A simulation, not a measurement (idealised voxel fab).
The following is a process module called voxel quadruple lines.
Cross-section cut: width 270 nm, square cells of 5 nm.
The cross-sections in this document take the form of a grid made of square cells. They are written out as bands, in order from top to bottom. Each band consists of one or more rows of cells. For a band, the entry starts with two heights in nm, that of the top and then that of the bottom, and carries on with the band's materials in order from left to right, each alongside its width in nm; the word "edge to edge" beside a single material means it fills the band edge to edge, and "blank" means empty space. The level at which height equals 0 is the one under which the wafer, as it arrives, is entirely one material. No lower edge exists for the bottom band, which continues downward and is notated as in "from 0 down". The notation "30..40" denotes a width that varies across the rows of cells in the band, beginning at the first number in the top row, finishing at the second number in the bottom row, and changing by an identical amount from each row to the next. "identical to before" (step): cross-section cells unchanged, all of them. Basically, "Voids, fully enclosed" tells you about the enclosed voids: empty spaces with no open way to the top, 8 cells or bigger, each written width x height at distance, where distance is from the left edge, all in nm. Read whatever lies past the settings on a step's line as the simulator's own remark about the step. "overlay nm" on a masked step: distance the mask lay right of its planned place, negative for left.

The process steps that were planned are listed below
1) RECEIVE: material Si
2) CONFORMAL_DEP: material SiO2, thk nm 5
3) DIRECTIONAL_DEP: material W, thk nm 15
4) DIRECTIONAL_DEP: material polySi, thk nm 15
5) DIRECTIONAL_DEP: material aC, thk nm 25
6) PATTERN: tone cover, mask id MANDREL, material resist, width nm 30, pitch nm 80, thk nm 35, overlay nm 0
7) DIRECTIONAL_ETCH: etch materials aC, depth nm 25
8) STRIP: etch materials resist
9) CONFORMAL_DEP: material SiO2, thk nm 10
10) DIRECTIONAL_ETCH: etch materials SiO2, depth nm 10
11) STRIP: etch materials aC
12) DIRECTIONAL_ETCH: etch materials polySi, depth nm 15
13) STRIP: etch materials SiO2
14) CONFORMAL_DEP: material SiCN, thk nm 10
15) DIRECTIONAL_ETCH: etch materials SiCN, depth nm 10
16) STRIP: etch materials polySi
17) DIRECTIONAL_ETCH: etch materials W, depth nm 15
18) STRIP: etch materials SiCN

Shown in cross-section is the wafer as received, that is, as it stands after step 1
  from 0 down | Si edge to edge
  Voids, fully enclosed: none

first wafer at the end, as planned
  from 20 to 5 | blank 60; W 10; blank 10; W 10; blank 10; W 10; blank 10; W 10; blank 10; W 10; blank 10; W 10; blank 10; W 10; blank 10; W 10; blank 60
  from 5 to 0 | SiO2 edge to edge
  from 0 down | Si edge to edge
  Voids, fully enclosed: none

End-of-module cross-section of the second wafer: identical starting point and process plan to the first, with one processing mistake
  from 20 to 5 | blank 65; W 10; blank 10; W 10; blank 5; W 10; blank 10; W 10; blank 15; W 10; blank 10; W 10; blank 5; W 10; blank 10; W 10; blank 60
  from 5 to 0 | SiO2 edge to edge
  from 0 down | Si edge to edge
  Voids, fully enclosed: none
What broke from the plan during processing? step 6 ran differently from the plan; actual operation with settings: PATTERN: tone cover, mask id MANDREL, material resist, width nm 25, pitch nm 80, thk nm 35, overlay nm 0
Cell counts per material: same on both final wafers. Positions: different.
